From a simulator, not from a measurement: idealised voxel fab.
Name of the process module below: voxel double patterning
It is cross-section cut that appears here, measuring 235 nm in width, its square cells being 5 nm in size.
Cross-section = grid of square cells, listed top down in bands; band = one or more rows. Band: top height; bottom height; in nm. Then, left to right: material with width in nm, for each material. "everywhere": a single material spanning edge to edge. "air": empty space. Height reference: 0 = level under which incoming wafer is all one material. Lowest band: no bottom, runs on downward, e.g. "from 0 down". Width spec "30->40" -> top row of cells at first value, bottom row at second value, equal per-row change in between. You'll sometimes find "remained unchanged" written for a step, and that's the way of saying that nowhere in the cross-section did a cell change during that step. This entry, "Fully sealed cavities", enumerates those empty regions of no fewer than 8 cells that possess no open connection to the top. Each region is reported in the form width x height at distance, the distance being taken from the left edge, with all three quantities expressed in nm. It should be noted that, on the line of a given step, the content following the step's settings is a remark produced by the simulator itself with respect to that step. overlay nm: right-of-plan distance of the mask on a masked step; negative values mean left-of-plan.

So here's the lineup of process steps we planned
- 1: RECEIVE [material Si]
- 2: CONFORMAL_DEP [material SiO2] [thk nm 10]
- 3: DIRECTIONAL_DEP [material W] [thk nm 15]
- 4: DIRECTIONAL_DEP [material SiN] [thk nm 10]
- 5: MASKED_ETCH [tone open] [mask id FIRST] [width nm 15] [pitch nm 50] [etch materials SiN] [depth nm 10] [overlay nm 0]
- 6: DIRECTIONAL_DEP [material aC] [thk nm 15]
- 7: PATTERN [tone open] [mask id SECOND] [material resist] [width nm 15] [pitch nm 50] [thk nm 35] [overlay nm 0]
- 8: DIRECTIONAL_ETCH [etch materials aC] [depth nm 15]
- 9: STRIP [etch materials resist]
- 10: DIRECTIONAL_ETCH [etch materials SiN] [depth nm 10]
- 11: STRIP [etch materials aC]
- 12: DIRECTIONAL_ETCH [etch materials W] [depth nm 15]
- 13: STRIP [etch materials SiN]

Incoming wafer, cross-sectional view, post step 1
	from 0 down | Si everywhere
	Fully sealed cavities: none

First of two wafers, end-of-module section, run followed plan
	from 25 to 10 | W 60 / air 15 / W 10 / air 15 / W 10 / air 15 / W 10 / air 15 / W 10 / air 15 / W 60
	from 10 to 0 | SiO2 everywhere
	from 0 down | Si everywhere
	Fully sealed cavities: none

Cross-sectional view: second of two wafers, end of module; start and plan identical to the first, one mistake in running
	from 25 to 10 | air 85 / W 15 / air 35 / W 15 / air 85
	from 10 to 0 | SiO2 everywhere
	from 0 down | Si everywhere
	Fully sealed cavities: none
Processing error: planned and actual differ for step 7; actual: PATTERN [tone cover] [mask id SECOND] [material resist] [width nm 15] [pitch nm 50] [thk nm 35] [overlay nm 0]
Final cells, second wafer relative to first, materials higher or lower: -78 W
